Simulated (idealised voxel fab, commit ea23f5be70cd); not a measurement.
The following process module bears the name voxel fin reveal.
It is cross-section cut that appears here, measuring 270 nm in width, its square cells being 5 nm in size.
Cross-section spec: square-cell grid; bands listed top down; each band is one or more rows.
Heads up on the band format: heights come first, top then bottom, in nm. After that it's the materials left to right, each with its width in nm. A single material flagged "edge to edge" fills the whole band edge to edge, and "air" means there's empty space there.
Height is counted from the level 0, under which the received wafer is composed throughout of one material. The lowest of the bands is not closed at the bottom but continues downward, in the notation "0 nm and below".
Top row gets the first number, bottom row gets the second, and each row in between changes by the same step: that is how a band width like "30->40" works.
When a step is marked "left unchanged", none of the cells in the cross-section changed during that step.
So "Fully enclosed voids" is basically the list of trapped voids: any empty space of 8 cells or more that can't reach the top through an opening. They're written width x height at distance, the distance being from the left edge, and it's all nm.
Step line, after settings: the simulator's comment on this step.
overlay nm: where the mask lay relative to plan, measured to the right, on steps with a mask; negatives go left.
INTENDED PROCESS STEPS
| 1 | RECEIVE | material Si |
| 2 | CONFORMAL_DEP | material SiN | thk nm 10 |
| 3 | MASKED_ETCH | tone cover | mask id FINS | width nm 15 | pitch nm 40 | etch materials SiN | depth nm 10 | overlay nm 0 |
| 4 | MASKED_ETCH | tone cover | mask id FINS | width nm 15 | pitch nm 40 | etch materials Si | depth nm 30 | overlay nm 0 |
| 5 | OXIDIZE | depth nm 5 |
| 6 | FILL_DEP | material SiO2 | thk nm 5 |
| 7 | CMP | height nm 10 |
| 8 | SELECTIVE_ETCH | etch materials SiO2 | depth nm 30 |
| 9 | STRIP | etch materials SiN |
| 10 | CONFORMAL_DEP | material HfO2 | thk nm 5 |
THIS IS THE CROSS-SECTION OF THE WAFER AS WE RECEIVED IT, I.E. AFTER STEP 1
    0 nm and below | Si edge to edge
    Fully enclosed voids: none
SECTIONED VIEW, FIRST OF TWO WAFERS, AT THE CLOSE OF THE MODULE, PROCESSED AS INTENDED IN THE PLAN
    5 nm to 0 nm | 105 air; 15 HfO2; 25 air; 15 HfO2; 110 air
    0 nm to -15 nm | 105 air; 5 HfO2; 5 Si; 5 HfO2; 25 air; 5 HfO2; 5 Si; 5 HfO2; 110 air
    -15 nm to -20 nm | 110 HfO2; 5 Si; 35 HfO2; 5 Si; 115 HfO2
    -20 nm to -35 nm | 110 SiO2; 5 Si; 35 SiO2; 5 Si; 115 SiO2
    -35 nm and below | Si edge to edge
    Fully enclosed voids: none
SECOND WAFER AT THE END: LIKE START, LIKE PLAN, ONE MISTAKE
    15 nm to 10 nm | 100 air; 25 HfO2; 15 air; 25 HfO2; 105 air
    10 nm to 0 nm | 100 air; 5 HfO2; 15 SiN; 5 HfO2; 15 air; 5 HfO2; 15 SiN; 5 HfO2; 105 air
    0 nm to -5 nm | 100 air; 10 HfO2; 5 Si; 10 HfO2; 15 air; 10 HfO2; 5 Si; 10 HfO2; 105 air
    -5 nm to -30 nm | 105 air; 5 HfO2; 5 Si; 5 HfO2; 25 air; 5 HfO2; 5 Si; 5 HfO2; 110 air
    -30 nm to -35 nm | 110 HfO2; 5 Si; 35 HfO2; 5 Si; 115 HfO2
    -35 nm and below | Si edge to edge
    Fully enclosed voids: none
Misprocessing identified: step 9 ran as: STRIP | etch materials SiO2
Count the cells at the end and the second wafer has more or fewer of some materials than the first: HfO2: 28 more; SiN: 12 more; SiO2: 156 fewer
